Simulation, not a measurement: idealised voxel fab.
process module | voxel gate over fins
cross-section cut | 160 nm wide | cells 5 nm
A cross-section is a grid of square cells, given in bands from the top down. A band is one or more rows of cells.
Each band's line starts with the height of the band's top and of its bottom, in nm. Then come its materials from left to right, each with its width in nm. One material with "throughout" fills the band from edge to edge. "air" is empty space.
Height 0 is the level under which the wafer as received is all one material. The lowest band goes on downwards, as in "0 down".
A width such as "30 to 40" changes by the same amount from each row of cells to the next, from the band's top row to its bottom row.
"no change" after a step means that no cell of the cross-section changed.
closed voids: empty space of 8 cells or more with no open way to the top, each as width x height at its distance from the left edge, in nm
after a step's settings: what the simulator itself notes on the step
overlay nm, on a step with a mask: how far to the right of its planned place the mask lay; to the left if negative
plan
1 op RECEIVE | material Si
2 op CONFORMAL_DEP | material SiN | thk nm 5
3 op MASKED_ETCH | tone cover | mask id FINS | width nm 15 | pitch nm 55 | etch materials SiN | depth nm 5 | overlay nm 0
4 op MASKED_ETCH | tone cover | mask id FINS | width nm 15 | pitch nm 55 | etch materials Si | depth nm 35 | overlay nm 0
5 op OXIDIZE | depth nm 5
6 op FILL_DEP | material SiO2 | thk nm 5
7 op CMP | height nm 5
8 op PATTERN | tone open | mask id RAIL | material resist | width nm 15 | thk nm 15 | overlay nm 0
9 op DIRECTIONAL_ETCH | etch materials SiO2 | depth nm 35
10 op STRIP | etch materials resist
11 op CONFORMAL_DEP | material TiN | thk nm 5
12 op FILL_DEP | material W | thk nm 10
13 op CMP | height nm 5
14 op SELECTIVE_ETCH | etch materials W Ru TiN | depth nm 25
15 op FILL_DEP | material SiO2 | thk nm 5
16 op CMP | height nm 5
17 op SELECTIVE_ETCH | etch materials SiO2 | depth nm 20
18 op STRIP | etch materials SiN
19 op CONFORMAL_DEP | material HfO2 | thk nm 5
20 op CONFORMAL_DEP | material TiN | thk nm 5
21 op CONFORMAL_DEP | material TiAl | thk nm 5
22 op CONFORMAL_DEP | material TiN | thk nm 5
23 op FILL_DEP | material W | thk nm 15
24 op CMP | height nm 30
25 op CONFORMAL_DEP | material SiN | thk nm 10
as received, after step 1
  0 down: Si throughout
  closed voids: none
a wafer at the end: this start, this plan, one mistake
  40 to 30: SiN throughout
  30 to 20: W throughout
  20 to 15: TiN 45 | W 10 | TiN 45 | W 10 | TiN 45 | W 5
  15 to 10: TiN 5 | TiAl 35 | TiN 5 | W 10 | TiN 5 | TiAl 35 | TiN 5 | W 10 | TiN 5 | TiAl 35 | TiN 5 | W 5
  10 to 5: TiN 5 | TiAl 5 | HfO2 25 | TiAl 5 | TiN 5 | W 10 | TiN 5 | TiAl 5 | HfO2 25 | TiAl 5 | TiN 5 | W 10 | TiN 5 | TiAl 5 | HfO2 25 | TiAl 5 | TiN 5 | W 5
  5 to 0: TiN 5 | TiAl 5 | HfO2 5 | TiN 15 | HfO2 5 | TiAl 5 | TiN 20 | TiAl 5 | HfO2 5 | TiN 15 | HfO2 5 | TiAl 5 | TiN 20 | TiAl 5 | HfO2 5 | TiN 15 | HfO2 5 | TiAl 5 | TiN 10
  0 to -5: TiAl 10 | HfO2 5 | TiN 5 | Si 5 | TiN 5 | HfO2 5 | TiAl 30 | HfO2 5 | TiN 5 | Si 5 | TiN 5 | HfO2 5 | TiAl 30 | HfO2 5 | TiN 5 | Si 5 | TiN 5 | HfO2 5 | TiAl 15
  -5 to -10: HfO2 15 | TiN 5 | Si 5 | TiN 5 | HfO2 40 | TiN 5 | Si 5 | TiN 5 | HfO2 40 | TiN 5 | Si 5 | TiN 5 | HfO2 20
  -10 to -15: TiN 20 | Si 5 | TiN 50 | Si 5 | TiN 50 | Si 5 | TiN 25
  -15 to -20: SiO2 20 | Si 5 | SiO2 50 | Si 5 | SiO2 50 | Si 5 | SiO2 25
  -20 to -25: SiO2 20 | Si 5 | SiO2 15 | TiN 5 | W 5 | TiN 5 | SiO2 20 | Si 5 | SiO2 50 | Si 5 | SiO2 25
  -25 to -30: SiO2 20 | Si 5 | SiO2 15 | TiN 15 | SiO2 20 | Si 5 | SiO2 50 | Si 5 | SiO2 25
  -30 to -40: SiO2 20 | Si 5 | SiO2 50 | Si 5 | SiO2 50 | Si 5 | SiO2 25
  -40 down: Si throughout
  closed voids: none
what went wrong: steps 19 and 20 were swapped
